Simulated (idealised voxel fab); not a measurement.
The following process module bears the name voxel capacitor over wiring.
This is section cut - it's 195 nm across, gridded in 5 nm square cells.
Cross-section = grid of square cells, listed top down in bands; band = one or more rows.
Top height, bottom height, nm. Materials left to right, width each, nm. Single material + "everywhere" = fills band edge to edge. "blank" = empty.
Heights are expressed relative to 0, this being the level below which the as-received wafer comprises one material exclusively. The lowest band is unbounded in the downward direction and is denoted as in "0 nm and below".
Width: "30 to 40" (first number = top row, second number = bottom row, same change from row to row of cells).
No cell of the cross-section changed in a step that is given as "no change occurred".
Closed-off voids of 8+ cells (no open route to the top) go in "Fully closed voids", written width x height at distance from the left edge, in nm.
If you see something after the settings on a step's line, that's the simulator's own remark about that step.
For masked steps, "overlay nm" on the step line gives how far right of plan the mask actually lay; a minus sign means it lay to the left.
Process steps foreseen in the plan
1. RECEIVE, material Si
2. CONFORMAL_DEP, material SiO2, thk nm 15
3. DIRECTIONAL_DEP, material TiN, thk nm 5
4. DIRECTIONAL_DEP, material W, thk nm 25
5. MASKED_ETCH, tone cover, mask id METAL_1, width nm 25, pitch nm 80, etch materials W, depth nm 25, overlay nm 0
6. MASKED_ETCH, tone cover, mask id METAL_1, width nm 25, pitch nm 80, etch materials TiN, depth nm 5, overlay nm 0
7. FILL_DEP, material SiO2, thk nm 10
8. CMP, height nm 45
9. CONFORMAL_DEP, material SiCN, thk nm 5
10. DIRECTIONAL_DEP, material SiO2, thk nm 20
11. PATTERN, tone open, mask id PLUG_1, material resist, width nm 15, thk nm 20, overlay nm 0
12. DIRECTIONAL_ETCH, etch materials SiO2, depth nm 20
13. DIRECTIONAL_ETCH, etch materials SiCN, depth nm 5
14. STRIP, etch materials resist
15. EPI, material Ru, thk nm 10
16. EPI, material Ru, thk nm 10
17. EPI, material Ru, thk nm 5
18. DIRECTIONAL_DEP, material TiN, thk nm 10
19. DIRECTIONAL_DEP, material Al2O3, thk nm 5
20. DIRECTIONAL_DEP, material TiN, thk nm 5
21. PATTERN, tone cover, mask id UPPER_PLATE, material resist, width nm 60, thk nm 15, overlay nm 0
22. DIRECTIONAL_ETCH, etch materials TiN, depth nm 5
23. DIRECTIONAL_ETCH, etch materials Al2O3, depth nm 5
24. STRIP, etch materials resist
25. MASKED_ETCH, tone cover, mask id LOWER_PLATE, width nm 70, etch materials TiN, depth nm 10, overlay nm 0
26. FILL_DEP, material SiO2, thk nm 15
27. CMP, height nm 100
28. PATTERN, tone open, mask id PLUG_2, material resist, width nm 15, thk nm 15, overlay nm 0
29. DIRECTIONAL_ETCH, etch materials SiO2, depth nm 10
30. STRIP, etch materials resist
31. CONFORMAL_DEP, material TiN, thk nm 5
32. FILL_DEP, material Ru, thk nm 10
33. CMP, height nm 100
34. CONFORMAL_DEP, material SiCN, thk nm 5
Cross-section of the wafer at receipt, which is the condition after step 1
> 0 nm and below: Si everywhere
> Fully closed voids: none
Starting structure and process plan are as shown above, but one mistake was made in running the module; the wafer cross-section at the end of the module follows
> 105 nm to 100 nm: SiCN everywhere
> 100 nm to 95 nm: SiO2=65, then TiN=5, then Ru=5, then TiN=5, then SiO2=115
> 95 nm to 85 nm: SiO2=65 to 55, then TiN=15 to 60, then SiO2=115 to 80
> 85 nm to 80 nm: SiO2=55, then Al2O3=60, then SiO2=80
> 80 nm to 70 nm: SiO2=50, then TiN=70, then SiO2=75
> 70 nm to 50 nm: SiO2=55, then Ru=15, then SiO2=125
> 50 nm to 45 nm: SiCN=55, then Ru=15, then SiCN=125
> 45 nm to 20 nm: SiO2=50, then W=20, then SiO2=60, then W=20, then SiO2=45
> 20 nm to 15 nm: SiO2=45, then TiN=25, then SiO2=55, then TiN=25, then SiO2=45
> 15 nm to 0 nm: SiO2 everywhere
> 0 nm and below: Si everywhere
> Fully closed voids: none
Processing error: in deviation from the planned setting, step 5 was conducted as MASKED_ETCH, tone cover, mask id METAL_1, width nm 20, pitch nm 80, etch materials W, depth nm 25, overlay nm 0
